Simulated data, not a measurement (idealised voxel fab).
The following process module bears the name voxel transistor to metal.
Cross-section cut spans 270 nm and uses square cells 5 nm in size.
Square cells in a grid make up a cross-section in this document, and the grid is given as bands, listed from the top down, each one or more rows of cells.
Read a band's entry like this: the first values are the height of its top and the height of its bottom in nm, and what follows is the sequence of materials from left to right, each with its width in nm. Note that "air" is empty space, and that a single material marked "full width" reaches across the band from edge to edge.
Height datum 0, below which the as-received substrate wafer is one material. Lowest band open at the bottom, running downward: "0 and below".
Width: "30 to 40" (first number = top row, second number = bottom row, same change from row to row of cells).
A step reported as "nothing altered" is a step in which no cell of the cross-section changed.
Closed empty spaces (no open way to the top) of 8 cells or more are what "Closed internal cavities" lists, each as width x height at distance from the left edge, nm for all three.
after a step's settings: what the simulator itself notes on the step
The "overlay nm" setting may appear on a step's line; for a step that uses a mask, it gives how far to the right of its planned position the mask lay, and a negative value indicates the left.
Reading guide: pairs of cross-sections, before and after one process step; after view cut off at lowest changed band; step and settings listed under each pair. Pairs may stem from different runs of this module on the same starting wafer; continuity with the pair above only where the "State before" entry states it.

State before:
    0 and below  Si full width
    Closed internal cavities: none

Resultant Cross-Section:
    0 down to -5  SiO2 full width
    Below -5, no change.
    Closed internal cavities: none
The step that takes the structure from the upper cross-section to the lower one is OXIDIZE, depth nm 5

State before: the after view from the pair directly above serves as the before view here.

Resultant Cross-Section:
    10 down to 0  SiN full width
    Below 0, no change.
    Closed internal cavities: none
The step that takes the structure from the upper cross-section to the lower one is CONFORMAL_DEP, material SiN, thk nm 10

State before: the after view from the pair directly above serves as the before view here.

Resultant Cross-Section:
    10 down to 0  air 15 nm / SiN 110 nm / air 20 nm / SiN 110 nm / air 15 nm
    Below 0, no change.
    Closed internal cavities: none
The step that takes the structure from the upper cross-section to the lower one is MASKED_ETCH, tone cover, mask id ACTIVE, width nm 110, pitch nm 130, etch materials SiN, depth nm 10, overlay nm 0

State before: the after view from the pair directly above serves as the before view here.

Resultant Cross-Section:
    10 down to 0  air 15 nm / SiN 110 nm / air 20 nm / SiN 110 nm / air 15 nm
    0 down to -5  air 15 nm / SiO2 110 nm / air 20 nm / SiO2 110 nm / air 15 nm
    Below -5, no change.
    Closed internal cavities: none
The step that takes the structure from the upper cross-section to the lower one is MASKED_ETCH, tone cover, mask id ACTIVE, width nm 110, pitch nm 130, etch materials SiO2, depth nm 5, overlay nm 0

State before: the after view from the pair directly above serves as the before view here.

Resultant Cross-Section:
    10 down to 0  air 15 nm / SiN 110 nm / air 20 nm / SiN 110 nm / air 15 nm
    0 down to -5  air 15 nm / SiO2 110 nm / air 20 nm / SiO2 110 nm / air 15 nm
    -5 down to -25  air 15 nm / Si 110 nm / air 20 nm / Si 110 nm / air 15 nm
    Below -25, no change.
    Closed internal cavities: none
The step that takes the structure from the upper cross-section to the lower one is MASKED_ETCH, tone cover, mask id ACTIVE, width nm 110, pitch nm 130, etch materials Si, depth nm 20, overlay nm 0

State before: the after view from the pair directly above serves as the before view here.

Resultant Cross-Section:
    15 down to 10  SiO2 full width
    10 down to 0  SiO2 15 nm / SiN 110 nm / SiO2 20 nm / SiN 110 nm / SiO2 15 nm
    0 down to -5  SiO2 full width
    -5 down to -25  SiO2 15 nm / Si 110 nm / SiO2 20 nm / Si 110 nm / SiO2 15 nm
    Below -25, no change.
    Closed internal cavities: none
The step that takes the structure from the upper cross-section to the lower one is FILL_DEP, material SiO2, thk nm 5

State before: the after view from the pair directly above serves as the before view here.

Resultant Cross-Section:
    10 down to 0  SiO2 15 nm / SiN 110 nm / SiO2 20 nm / SiN 110 nm / SiO2 15 nm
    Below 0, no change.
    Closed internal cavities: none
The step that takes the structure from the upper cross-section to the lower one is CMP, height nm 10

State before: the after view from the pair directly above serves as the before view here.

Resultant Cross-Section:
    10 down to 5  air 15 nm / SiN 110 nm / air 20 nm / SiN 110 nm / air 15 nm
    Below 5, no change.
    Closed internal cavities: none
The step that takes the structure from the upper cross-section to the lower one is SELECTIVE_ETCH, etch materials SiO2, depth nm 5

State before: the after view from the pair directly above serves as the before view here.

Resultant Cross-Section:
    5 down to 0  SiO2 15 nm / air 110 nm / SiO2 20 nm / air 110 nm / SiO2 15 nm
    Below 0, no change.
    Closed internal cavities: none
The step that takes the structure from the upper cross-section to the lower one is STRIP, etch materials SiN

State before: the after view from the pair directly above serves as the before view here.

Resultant Cross-Section:
    0 down to -5  SiO2 10 nm / air 120 nm / SiO2 10 nm / air 120 nm / SiO2 10 nm
    Below -5, no change.
    Closed internal cavities: none
The step that takes the structure from the upper cross-section to the lower one is SELECTIVE_ETCH, etch materials SiO2, depth nm 5

State before: the after view from the pair directly above serves as the before view here.

Resultant Cross-Section:
    0 down to -5  SiO2 10 nm / air 120 nm / SiO2 10 nm / air 120 nm / SiO2 10 nm
    -5 down to -10  SiO2 full width
    Below -10, no change.
    Closed internal cavities: none
The step that takes the structure from the upper cross-section to the lower one is OXIDIZE, depth nm 5

State before: the after view from the pair directly above serves as the before view here.

Resultant Cross-Section:
    25 down to 20  polySi 10 nm / air 120 nm / polySi 10 nm / air 120 nm / polySi 10 nm
    20 down to 0  polySi full width
    0 down to -5  SiO2 10 nm / polySi 120 nm / SiO2 10 nm / polySi 120 nm / SiO2 10 nm
    Below -5, no change.
    Closed internal cavities: none
The step that takes the structure from the upper cross-section to the lower one is DIRECTIONAL_DEP, material polySi, thk nm 25

State before: the after view from the pair directly above serves as the before view here.

Resultant Cross-Section:
    35 down to 30  SiCN 10 nm / air 120 nm / SiCN 10 nm / air 120 nm / SiCN 10 nm
    30 down to 25  SiCN full width
    25 down to 20  polySi 10 nm / SiCN 120 nm / polySi 10 nm / SiCN 120 nm / polySi 10 nm
    Below 20, no change.
    Closed internal cavities: none
The step that takes the structure from the upper cross-section to the lower one is DIRECTIONAL_DEP, material SiCN, thk nm 10

State before: the after view from the pair directly above serves as the before view here.

Resultant Cross-Section:
    55 down to 35  air 60 nm / resist 20 nm / air 110 nm / resist 20 nm / air 60 nm
    35 down to 30  SiCN 10 nm / air 50 nm / resist 20 nm / air 50 nm / SiCN 10 nm / air 50 nm / resist 20 nm / air 50 nm / SiCN 10 nm
    Below 30, no change.
    Closed internal cavities: none
The step that takes the structure from the upper cross-section to the lower one is PATTERN, tone cover, mask id GATE, material resist, width nm 20, pitch nm 130, thk nm 20, overlay nm 0

State before: the after view from the pair directly above serves as the before view here.

Resultant Cross-Section:
    55 down to 30  air 60 nm / resist 20 nm / air 110 nm / resist 20 nm / air 60 nm
    30 down to 25  air 60 nm / SiCN 20 nm / air 110 nm / SiCN 20 nm / air 60 nm
    25 down to 20  polySi 10 nm / air 50 nm / SiCN 20 nm / air 50 nm / polySi 10 nm / air 50 nm / SiCN 20 nm / air 50 nm / polySi 10 nm
    Below 20, no change.
    Closed internal cavities: none
The step that takes the structure from the upper cross-section to the lower one is DIRECTIONAL_ETCH, etch materials SiCN, depth nm 20

State before: the after view from the pair directly above serves as the before view here.

Resultant Cross-Section:
    55 down to 30  air 60 nm / resist 20 nm / air 110 nm / resist 20 nm / air 60 nm
    30 down to 20  air 60 nm / SiCN 20 nm / air 110 nm / SiCN 20 nm / air 60 nm
    20 down to 0  air 60 nm / polySi 20 nm / air 110 nm / polySi 20 nm / air 60 nm
    0 down to -5  SiO2 10 nm / air 50 nm / polySi 20 nm / air 50 nm / SiO2 10 nm / air 50 nm / polySi 20 nm / air 50 nm / SiO2 10 nm
    Below -5, no change.
    Closed internal cavities: none
The step that takes the structure from the upper cross-section to the lower one is DIRECTIONAL_ETCH, etch materials polySi, depth nm 35

State before: the after view from the pair directly above serves as the before view here.

Resultant Cross-Section:
    30 down to 20  air 60 nm / SiCN 20 nm / air 110 nm / SiCN 20 nm / air 60 nm
    Below 20, no change.
    Closed internal cavities: none
The step that takes the structure from the upper cross-section to the lower one is STRIP, etch materials resist

State before: the after view from the pair directly above serves as the before view here.

Resultant Cross-Section:
    35 down to 30  air 55 nm / SiN 30 nm / air 100 nm / SiN 30 nm / air 55 nm
    30 down to 20  air 55 nm / SiN 5 nm / SiCN 20 nm / SiN 5 nm / air 100 nm / SiN 5 nm / SiCN 20 nm / SiN 5 nm / air 55 nm
    20 down to 5  air 55 nm / SiN 5 nm / polySi 20 nm / SiN 5 nm / air 100 nm / SiN 5 nm / polySi 20 nm / SiN 5 nm / air 55 nm
    5 down to 0  SiN 15 nm / air 40 nm / SiN 5 nm / polySi 20 nm / SiN 5 nm / air 40 nm / SiN 20 nm / air 40 nm / SiN 5 nm / polySi 20 nm / SiN 5 nm / air 40 nm / SiN 15 nm
    0 down to -5  SiO2 10 nm / SiN 50 nm / polySi 20 nm / SiN 50 nm / SiO2 10 nm / SiN 50 nm / polySi 20 nm / SiN 50 nm / SiO2 10 nm
    Below -5, no change.
    Closed internal cavities: none
The step that takes the structure from the upper cross-section to the lower one is CONFORMAL_DEP, material SiN, thk nm 5

State before: the after view from the pair directly above serves as the before view here.

Resultant Cross-Section:
    30 down to 20  air 55 nm / SiN 5 nm / SiCN 20 nm / SiN 5 nm / air 100 nm / SiN 5 nm / SiCN 20 nm / SiN 5 nm / air 55 nm
    20 down to 0  air 55 nm / SiN 5 nm / polySi 20 nm / SiN 5 nm / air 100 nm / SiN 5 nm / polySi 20 nm / SiN 5 nm / air 55 nm
    0 down to -5  SiO2 10 nm / SiN 5 nm / air 40 nm / SiN 5 nm / polySi 20 nm / SiN 5 nm / air 40 nm / SiN 5 nm / SiO2 10 nm / SiN 5 nm / air 40 nm / SiN 5 nm / polySi 20 nm / SiN 5 nm / air 40 nm / SiN 5 nm / SiO2 10 nm
    Below -5, no change.
    Closed internal cavities: none
The step that takes the structure from the upper cross-section to the lower one is DIRECTIONAL_ETCH, etch materials SiN, depth nm 5

State before: the after view from the pair directly above serves as the before view here.

Resultant Cross-Section:
    30 down to 20  air 55 nm / SiN 5 nm / SiCN 20 nm / SiN 5 nm / air 100 nm / SiN 5 nm / SiCN 20 nm / SiN 5 nm / air 55 nm
    20 down to 0  air 55 nm / SiN 5 nm / polySi 20 nm / SiN 5 nm / air 100 nm / SiN 5 nm / polySi 20 nm / SiN 5 nm / air 55 nm
    0 down to -5  air 10 nm / SiN 5 nm / air 40 nm / SiN 5 nm / polySi 20 nm / SiN 5 nm / air 40 nm / SiN 5 nm / air 10 nm / SiN 5 nm / air 40 nm / SiN 5 nm / polySi 20 nm / SiN 5 nm / air 40 nm / SiN 5 nm / air 10 nm
    -5 down to -10  SiO2 15 nm / air 40 nm / SiO2 30 nm / air 40 nm / SiO2 20 nm / air 40 nm / SiO2 30 nm / air 40 nm / SiO2 15 nm
    Below -10, no change.
    Closed internal cavities: none
The step that takes the structure from the upper cross-section to the lower one is DIRECTIONAL_ETCH, etch materials SiO2, depth nm 5

State before: the after view from the pair directly above serves as the before view here.

Resultant Cross-Section:
    30 down to 20  air 55 nm / SiN 5 nm / SiCN 20 nm / SiN 5 nm / air 100 nm / SiN 5 nm / SiCN 20 nm / SiN 5 nm / air 55 nm
    20 down to 0  air 55 nm / SiN 5 nm / polySi 20 nm / SiN 5 nm / air 100 nm / SiN 5 nm / polySi 20 nm / SiN 5 nm / air 55 nm
    0 down to -5  air 10 nm / SiN 5 nm / air 40 nm / SiN 5 nm / polySi 20 nm / SiN 5 nm / air 40 nm / SiN 5 nm / air 10 nm / SiN 5 nm / air 40 nm / SiN 5 nm / polySi 20 nm / SiN 5 nm / air 40 nm / SiN 5 nm / air 10 nm
    -5 down to -10  SiO2 15 nm / SiGe 40 nm / SiO2 30 nm / SiGe 40 nm / SiO2 20 nm / SiGe 40 nm / SiO2 30 nm / SiGe 40 nm / SiO2 15 nm
    Below -10, no change.
    Closed internal cavities: none
The step that takes the structure from the upper cross-section to the lower one is EPI, material SiGe, thk nm 5

State before: the after view from the pair directly above serves as the before view here.

Resultant Cross-Section:
    40 down to 30  SiO2 full width
    30 down to 20  SiO2 55 nm / SiN 5 nm / SiCN 20 nm / SiN 5 nm / SiO2 100 nm / SiN 5 nm / SiCN 20 nm / SiN 5 nm / SiO2 55 nm
    20 down to 0  SiO2 55 nm / SiN 5 nm / polySi 20 nm / SiN 5 nm / SiO2 100 nm / SiN 5 nm / polySi 20 nm / SiN 5 nm / SiO2 55 nm
    0 down to -5  SiO2 10 nm / SiN 5 nm / SiO2 40 nm / SiN 5 nm / polySi 20 nm / SiN 5 nm / SiO2 40 nm / SiN 5 nm / SiO2 10 nm / SiN 5 nm / SiO2 40 nm / SiN 5 nm / polySi 20 nm / SiN 5 nm / SiO2 40 nm / SiN 5 nm / SiO2 10 nm
    Below -5, no change.
    Closed internal cavities: none
The step that takes the structure from the upper cross-section to the lower one is FILL_DEP, material SiO2, thk nm 10

State before: the after view from the pair directly above serves as the before view here.

Resultant Cross-Section:
    30 down to 20  SiO2 55 nm / SiN 5 nm / SiCN 20 nm / SiN 5 nm / SiO2 100 nm / SiN 5 nm / SiCN 20 nm / SiN 5 nm / SiO2 55 nm
    Below 20, no change.
    Closed internal cavities: none
The step that takes the structure from the upper cross-section to the lower one is CMP, height nm 30

State before: the after view from the pair directly above serves as the before view here.

Resultant Cross-Section:
    40 down to 30  SiO2 full width
    Below 30, no change.
    Closed internal cavities: none
The step that takes the structure from the upper cross-section to the lower one is DIRECTIONAL_DEP, material SiO2, thk nm 10

State before: the after view from the pair directly above serves as the before view here.

Resultant Cross-Section:
    60 down to 40  resist 25 nm / air 30 nm / resist 30 nm / air 30 nm / resist 40 nm / air 30 nm / resist 30 nm / air 30 nm / resist 25 nm
    Below 40, no change.
    Closed internal cavities: none
The step that takes the structure from the upper cross-section to the lower one is PATTERN, tone open, mask id CONTACT, material resist, width nm 30, thk nm 20, overlay nm 0

State before: the after view from the pair directly above serves as the before view here.

Resultant Cross-Section:
    60 down to 40  resist 25 nm / air 30 nm / resist 30 nm / air 30 nm / resist 40 nm / air 30 nm / resist 30 nm / air 30 nm / resist 25 nm
    40 down to 30  SiO2 25 nm / air 30 nm / SiO2 30 nm / air 30 nm / SiO2 40 nm / air 30 nm / SiO2 30 nm / air 30 nm / SiO2 25 nm
    30 down to 20  SiO2 25 nm / air 30 nm / SiN 5 nm / SiCN 20 nm / SiN 5 nm / air 30 nm / SiO2 40 nm / air 30 nm / SiN 5 nm / SiCN 20 nm / SiN 5 nm / air 30 nm / SiO2 25 nm
    20 down to 0  SiO2 25 nm / air 30 nm / SiN 5 nm / polySi 20 nm / SiN 5 nm / air 30 nm / SiO2 40 nm / air 30 nm / SiN 5 nm / polySi 20 nm / SiN 5 nm / air 30 nm / SiO2 25 nm
    0 down to -5  SiO2 10 nm / SiN 5 nm / SiO2 10 nm / air 30 nm / SiN 5 nm / polySi 20 nm / SiN 5 nm / air 30 nm / SiO2 10 nm / SiN 5 nm / SiO2 10 nm / SiN 5 nm / SiO2 10 nm / air 30 nm / SiN 5 nm / polySi 20 nm / SiN 5 nm / air 30 nm / SiO2 10 nm / SiN 5 nm / SiO2 10 nm
    Below -5, no change.
    Closed internal cavities: none
The step that takes the structure from the upper cross-section to the lower one is DIRECTIONAL_ETCH, etch materials SiO2, depth nm 45

State before: the after view from the pair directly above serves as the before view here.

Resultant Cross-Section:
    40 down to 30  SiO2 25 nm / air 30 nm / SiO2 30 nm / air 30 nm / SiO2 40 nm / air 30 nm / SiO2 30 nm / air 30 nm / SiO2 25 nm
    Below 30, no change.
    Closed internal cavities: none
The step that takes the structure from the upper cross-section to the lower one is STRIP, etch materials resist

State before: the after view from the pair directly above serves as the before view here.

Resultant Cross-Section:
    45 down to 40  TiN 30 nm / air 20 nm / TiN 40 nm / air 20 nm / TiN 50 nm / air 20 nm / TiN 40 nm / air 20 nm / TiN 30 nm
    40 down to 30  SiO2 25 nm / TiN 5 nm / air 20 nm / TiN 5 nm / SiO2 30 nm / TiN 5 nm / air 20 nm / TiN 5 nm / SiO2 40 nm / TiN 5 nm / air 20 nm / TiN 5 nm / SiO2 30 nm / TiN 5 nm / air 20 nm / TiN 5 nm / SiO2 25 nm
    30 down to 20  SiO2 25 nm / TiN 5 nm / air 20 nm / TiN 5 nm / SiN 5 nm / SiCN 20 nm / SiN 5 nm / TiN 5 nm / air 20 nm / TiN 5 nm / SiO2 40 nm / TiN 5 nm / air 20 nm / TiN 5 nm / SiN 5 nm / SiCN 20 nm / SiN 5 nm / TiN 5 nm / air 20 nm / TiN 5 nm / SiO2 25 nm
    20 down to 0  SiO2 25 nm / TiN 5 nm / air 20 nm / TiN 5 nm / SiN 5 nm / polySi 20 nm / SiN 5 nm / TiN 5 nm / air 20 nm / TiN 5 nm / SiO2 40 nm / TiN 5 nm / air 20 nm / TiN 5 nm / SiN 5 nm / polySi 20 nm / SiN 5 nm / TiN 5 nm / air 20 nm / TiN 5 nm / SiO2 25 nm
    0 down to -5  SiO2 10 nm / SiN 5 nm / SiO2 10 nm / TiN 30 nm / SiN 5 nm / polySi 20 nm / SiN 5 nm / TiN 30 nm / SiO2 10 nm / SiN 5 nm / SiO2 10 nm / SiN 5 nm / SiO2 10 nm / TiN 30 nm / SiN 5 nm / polySi 20 nm / SiN 5 nm / TiN 30 nm / SiO2 10 nm / SiN 5 nm / SiO2 10 nm
    Below -5, no change.
    Closed internal cavities: none
The step that takes the structure from the upper cross-section to the lower one is CONFORMAL_DEP, material TiN, thk nm 5

State before: the after view from the pair directly above serves as the before view here.

Resultant Cross-Section:
    55 down to 45  Ru full width
    45 down to 40  TiN 30 nm / Ru 20 nm / TiN 40 nm / Ru 20 nm / TiN 50 nm / Ru 20 nm / TiN 40 nm / Ru 20 nm / TiN 30 nm
    40 down to 30  SiO2 25 nm / TiN 5 nm / Ru 20 nm / TiN 5 nm / SiO2 30 nm / TiN 5 nm / Ru 20 nm / TiN 5 nm / SiO2 40 nm / TiN 5 nm / Ru 20 nm / TiN 5 nm / SiO2 30 nm / TiN 5 nm / Ru 20 nm / TiN 5 nm / SiO2 25 nm
    30 down to 20  SiO2 25 nm / TiN 5 nm / Ru 20 nm / TiN 5 nm / SiN 5 nm / SiCN 20 nm / SiN 5 nm / TiN 5 nm / Ru 20 nm / TiN 5 nm / SiO2 40 nm / TiN 5 nm / Ru 20 nm / TiN 5 nm / SiN 5 nm / SiCN 20 nm / SiN 5 nm / TiN 5 nm / Ru 20 nm / TiN 5 nm / SiO2 25 nm
    20 down to 0  SiO2 25 nm / TiN 5 nm / Ru 20 nm / TiN 5 nm / SiN 5 nm / polySi 20 nm / SiN 5 nm / TiN 5 nm / Ru 20 nm / TiN 5 nm / SiO2 40 nm / TiN 5 nm / Ru 20 nm / TiN 5 nm / SiN 5 nm / polySi 20 nm / SiN 5 nm / TiN 5 nm / Ru 20 nm / TiN 5 nm / SiO2 25 nm
    Below 0, no change.
    Closed internal cavities: none
The step that takes the structure from the upper cross-section to the lower one is FILL_DEP, material Ru, thk nm 10

State before: the after view from the pair directly above serves as the before view here.

Resultant Cross-Section:
    40 down to 30  SiO2 25 nm / TiN 5 nm / Ru 20 nm / TiN 5 nm / SiO2 30 nm / TiN 5 nm / Ru 20 nm / TiN 5 nm / SiO2 40 nm / TiN 5 nm / Ru 20 nm / TiN 5 nm / SiO2 30 nm / TiN 5 nm / Ru 20 nm / TiN 5 nm / SiO2 25 nm
    Below 30, no change.
    Closed internal cavities: none
The step that takes the structure from the upper cross-section to the lower one is CMP, height nm 40

State before: the after view from the pair directly above serves as the before view here.

Resultant Cross-Section:
    45 down to 40  TiN full width
    Below 40, no change.
    Closed internal cavities: none
The step that takes the structure from the upper cross-section to the lower one is DIRECTIONAL_DEP, material TiN, thk nm 5

State before: the after view from the pair directly above serves as the before view here.

Resultant Cross-Section:
    60 down to 45  W full width
    Below 45, no change.
    Closed internal cavities: none
The step that takes the structure from the upper cross-section to the lower one is DIRECTIONAL_DEP, material W, thk nm 15

State before: the after view from the pair directly above serves as the before view here.

Resultant Cross-Section:
    75 down to 60  air 25 nm / resist 20 nm / air 50 nm / resist 20 nm / air 40 nm / resist 20 nm / air 50 nm / resist 20 nm / air 25 nm
    Below 60, no change.
    Closed internal cavities: none
The step that takes the structure from the upper cross-section to the lower one is PATTERN, tone cover, mask id METAL_1, material resist, width nm 20, thk nm 15, overlay nm 0

State before: the after view from the pair directly above serves as the before view here.

Resultant Cross-Section:
    75 down to 60  air 25 nm / resist 20 nm / air 50 nm / resist 20 nm / air 40 nm / resist 20 nm / air 50 nm / resist 20 nm / air 25 nm
    60 down to 45  air 25 nm / W 20 nm / air 50 nm / W 20 nm / air 40 nm / W 20 nm / air 50 nm / W 20 nm / air 25 nm
    Below 45, no change.
    Closed internal cavities: none
The step that takes the structure from the upper cross-section to the lower one is DIRECTIONAL_ETCH, etch materials W, depth nm 15

State before: the after view from the pair directly above serves as the before view here.

Resultant Cross-Section:
    75 down to 60  air 25 nm / resist 20 nm / air 50 nm / resist 20 nm / air 40 nm / resist 20 nm / air 50 nm / resist 20 nm / air 25 nm
    60 down to 45  air 25 nm / W 20 nm / air 50 nm / W 20 nm / air 40 nm / W 20 nm / air 50 nm / W 20 nm / air 25 nm
    45 down to 40  air 25 nm / TiN 20 nm / air 50 nm / TiN 20 nm / air 40 nm / TiN 20 nm / air 50 nm / TiN 20 nm / air 25 nm
    Below 40, no change.
    Closed internal cavities: none
The step that takes the structure from the upper cross-section to the lower one is DIRECTIONAL_ETCH, etch materials TiN, depth nm 5

State before: the after view from the pair directly above serves as the before view here.

Resultant Cross-Section:
    60 down to 45  air 25 nm / W 20 nm / air 50 nm / W 20 nm / air 40 nm / W 20 nm / air 50 nm / W 20 nm / air 25 nm
    Below 45, no change.
    Closed internal cavities: none
The step that takes the structure from the upper cross-section to the lower one is STRIP, etch materials resist

State before: the after view from the pair directly above serves as the before view here.

Resultant Cross-Section:
    65 down to 60  air 20 nm / SiN 30 nm / air 40 nm / SiN 30 nm / air 30 nm / SiN 30 nm / air 40 nm / SiN 30 nm / air 20 nm
    60 down to 45  air 20 nm / SiN 5 nm / W 20 nm / SiN 5 nm / air 40 nm / SiN 5 nm / W 20 nm / SiN 5 nm / air 30 nm / SiN 5 nm / W 20 nm / SiN 5 nm / air 40 nm / SiN 5 nm / W 20 nm / SiN 5 nm / air 20 nm
    45 down to 40  SiN 25 nm / TiN 20 nm / SiN 50 nm / TiN 20 nm / SiN 40 nm / TiN 20 nm / SiN 50 nm / TiN 20 nm / SiN 25 nm
    Below 40, no change.
    Closed internal cavities: none
The step that takes the structure from the upper cross-section to the lower one is CONFORMAL_DEP, material SiN, thk nm 5

State before: the after view from the pair directly above serves as the before view here.

Resultant Cross-Section:
    70 down to 65  SiO2 full width
    65 down to 60  SiO2 20 nm / SiN 30 nm / SiO2 40 nm / SiN 30 nm / SiO2 30 nm / SiN 30 nm / SiO2 40 nm / SiN 30 nm / SiO2 20 nm
    60 down to 45  SiO2 20 nm / SiN 5 nm / W 20 nm / SiN 5 nm / SiO2 40 nm / SiN 5 nm / W 20 nm / SiN 5 nm / SiO2 30 nm / SiN 5 nm / W 20 nm / SiN 5 nm / SiO2 40 nm / SiN 5 nm / W 20 nm / SiN 5 nm / SiO2 20 nm
    Below 45, no change.
    Closed internal cavities: none
The step that takes the structure from the upper cross-section to the lower one is FILL_DEP, material SiO2, thk nm 5

State before: the after view from the pair directly above serves as the before view here.

Resultant Cross-Section:
    60 down to 45  SiO2 20 nm / SiN 5 nm / W 20 nm / SiN 5 nm / SiO2 40 nm / SiN 5 nm / W 20 nm / SiN 5 nm / SiO2 30 nm / SiN 5 nm / W 20 nm / SiN 5 nm / SiO2 40 nm / SiN 5 nm / W 20 nm / SiN 5 nm / SiO2 20 nm
    Below 45, no change.
    Closed internal cavities: none
The step that takes the structure from the upper cross-section to the lower one is CMP, height nm 60

State before: the after view from the pair directly above serves as the before view here.

Resultant Cross-Section:
    65 down to 60  SiN full width
    Below 60, no change.
    Closed internal cavities: none
The step that takes the structure from the upper cross-section to the lower one is CONFORMAL_DEP, material SiN, thk nm 5

State before:
    55 down to 45  Ru full width
    45 down to 40  TiN 30 nm / Ru 20 nm / TiN 40 nm / Ru 20 nm / TiN 50 nm / Ru 20 nm / TiN 40 nm / Ru 20 nm / TiN 30 nm
    40 down to 30  SiO2 25 nm / TiN 5 nm / Ru 20 nm / TiN 5 nm / SiO2 30 nm / TiN 5 nm / Ru 20 nm / TiN 5 nm / SiO2 40 nm / TiN 5 nm / Ru 20 nm / TiN 5 nm / SiO2 30 nm / TiN 5 nm / Ru 20 nm / TiN 5 nm / SiO2 25 nm
    30 down to 20  SiO2 25 nm / TiN 5 nm / Ru 20 nm / TiN 5 nm / SiN 5 nm / SiCN 20 nm / SiN 5 nm / TiN 5 nm / Ru 20 nm / TiN 5 nm / SiO2 40 nm / TiN 5 nm / Ru 20 nm / TiN 5 nm / SiN 5 nm / SiCN 20 nm / SiN 5 nm / TiN 5 nm / Ru 20 nm / TiN 5 nm / SiO2 25 nm
    20 down to 0  SiO2 25 nm / TiN 5 nm / Ru 20 nm / TiN 5 nm / SiN 5 nm / polySi 20 nm / SiN 5 nm / TiN 5 nm / Ru 20 nm / TiN 5 nm / SiO2 40 nm / TiN 5 nm / Ru 20 nm / TiN 5 nm / SiN 5 nm / polySi 20 nm / SiN 5 nm / TiN 5 nm / Ru 20 nm / TiN 5 nm / SiO2 25 nm
    0 down to -5  SiO2 10 nm / SiN 5 nm / SiO2 10 nm / TiN 30 nm / SiN 5 nm / polySi 20 nm / SiN 5 nm / TiN 30 nm / SiO2 10 nm / SiN 5 nm / SiO2 10 nm / SiN 5 nm / SiO2 10 nm / TiN 30 nm / SiN 5 nm / polySi 20 nm / SiN 5 nm / TiN 30 nm / SiO2 10 nm / SiN 5 nm / SiO2 10 nm
    -5 down to -10  SiO2 15 nm / SiGe 40 nm / SiO2 30 nm / SiGe 40 nm / SiO2 20 nm / SiGe 40 nm / SiO2 30 nm / SiGe 40 nm / SiO2 15 nm
    -10 down to -25  SiO2 15 nm / Si 110 nm / SiO2 20 nm / Si 110 nm / SiO2 15 nm
    -25 and below  Si full width
    Closed internal cavities: none

Resultant Cross-Section:
    60 down to 55  TiN full width
    Below 55, no change.
    Closed internal cavities: none
The step that takes the structure from the upper cross-section to the lower one is DIRECTIONAL_DEP, material TiN, thk nm 5

State before: the after view from the pair directly above serves as the before view here.

Resultant Cross-Section:
    75 down to 60  W full width
    Below 60, no change.
    Closed internal cavities: none
The step that takes the structure from the upper cross-section to the lower one is DIRECTIONAL_DEP, material W, thk nm 15

State before: the after view from the pair directly above serves as the before view here.

Resultant Cross-Section:
    90 down to 75  air 25 nm / resist 20 nm / air 50 nm / resist 20 nm / air 40 nm / resist 20 nm / air 50 nm / resist 20 nm / air 25 nm
    Below 75, no change.
    Closed internal cavities: none
The step that takes the structure from the upper cross-section to the lower one is PATTERN, tone cover, mask id METAL_1, material resist, width nm 20, thk nm 15, overlay nm 0

State before: the after view from the pair directly above serves as the before view here.

Resultant Cross-Section:
    90 down to 75  air 25 nm / resist 20 nm / air 50 nm / resist 20 nm / air 40 nm / resist 20 nm / air 50 nm / resist 20 nm / air 25 nm
    75 down to 60  air 25 nm / W 20 nm / air 50 nm / W 20 nm / air 40 nm / W 20 nm / air 50 nm / W 20 nm / air 25 nm
    Below 60, no change.
    Closed internal cavities: none
The step that takes the structure from the upper cross-section to the lower one is DIRECTIONAL_ETCH, etch materials W, depth nm 15

State before: the after view from the pair directly above serves as the before view here.

Resultant Cross-Section:
    90 down to 75  air 25 nm / resist 20 nm / air 50 nm / resist 20 nm / air 40 nm / resist 20 nm / air 50 nm / resist 20 nm / air 25 nm
    75 down to 60  air 25 nm / W 20 nm / air 50 nm / W 20 nm / air 40 nm / W 20 nm / air 50 nm / W 20 nm / air 25 nm
    60 down to 55  air 25 nm / TiN 20 nm / air 50 nm / TiN 20 nm / air 40 nm / TiN 20 nm / air 50 nm / TiN 20 nm / air 25 nm
    Below 55, no change.
    Closed internal cavities: none
The step that takes the structure from the upper cross-section to the lower one is DIRECTIONAL_ETCH, etch materials TiN, depth nm 5

State before: the after view from the pair directly above serves as the before view here.

Resultant Cross-Section:
    75 down to 60  air 25 nm / W 20 nm / air 50 nm / W 20 nm / air 40 nm / W 20 nm / air 50 nm / W 20 nm / air 25 nm
    Below 60, no change.
    Closed internal cavities: none
The step that takes the structure from the upper cross-section to the lower one is STRIP, etch materials resist

State before: the after view from the pair directly above serves as the before view here.

Resultant Cross-Section:
    80 down to 75  air 20 nm / SiN 30 nm / air 40 nm / SiN 30 nm / air 30 nm / SiN 30 nm / air 40 nm / SiN 30 nm / air 20 nm
    75 down to 60  air 20 nm / SiN 5 nm / W 20 nm / SiN 5 nm / air 40 nm / SiN 5 nm / W 20 nm / SiN 5 nm / air 30 nm / SiN 5 nm / W 20 nm / SiN 5 nm / air 40 nm / SiN 5 nm / W 20 nm / SiN 5 nm / air 20 nm
    60 down to 55  SiN 25 nm / TiN 20 nm / SiN 50 nm / TiN 20 nm / SiN 40 nm / TiN 20 nm / SiN 50 nm / TiN 20 nm / SiN 25 nm
    Below 55, no change.
    Closed internal cavities: none
The step that takes the structure from the upper cross-section to the lower one is CONFORMAL_DEP, material SiN, thk nm 5

State before: the after view from the pair directly above serves as the before view here.

Resultant Cross-Section:
    85 down to 80  SiO2 full width
    80 down to 75  SiO2 20 nm / SiN 30 nm / SiO2 40 nm / SiN 30 nm / SiO2 30 nm / SiN 30 nm / SiO2 40 nm / SiN 30 nm / SiO2 20 nm
    75 down to 60  SiO2 20 nm / SiN 5 nm / W 20 nm / SiN 5 nm / SiO2 40 nm / SiN 5 nm / W 20 nm / SiN 5 nm / SiO2 30 nm / SiN 5 nm / W 20 nm / SiN 5 nm / SiO2 40 nm / SiN 5 nm / W 20 nm / SiN 5 nm / SiO2 20 nm
    Below 60, no change.
    Closed internal cavities: none
The step that takes the structure from the upper cross-section to the lower one is FILL_DEP, material SiO2, thk nm 5

State before: the after view from the pair directly above serves as the before view here.

Resultant Cross-Section:
    60 down to 55  SiN 25 nm / TiN 20 nm / SiN 50 nm / TiN 20 nm / SiN 40 nm / TiN 20 nm / SiN 50 nm / TiN 20 nm / SiN 25 nm
    Below 55, no change.
    Closed internal cavities: none
The step that takes the structure from the upper cross-section to the lower one is CMP, height nm 60
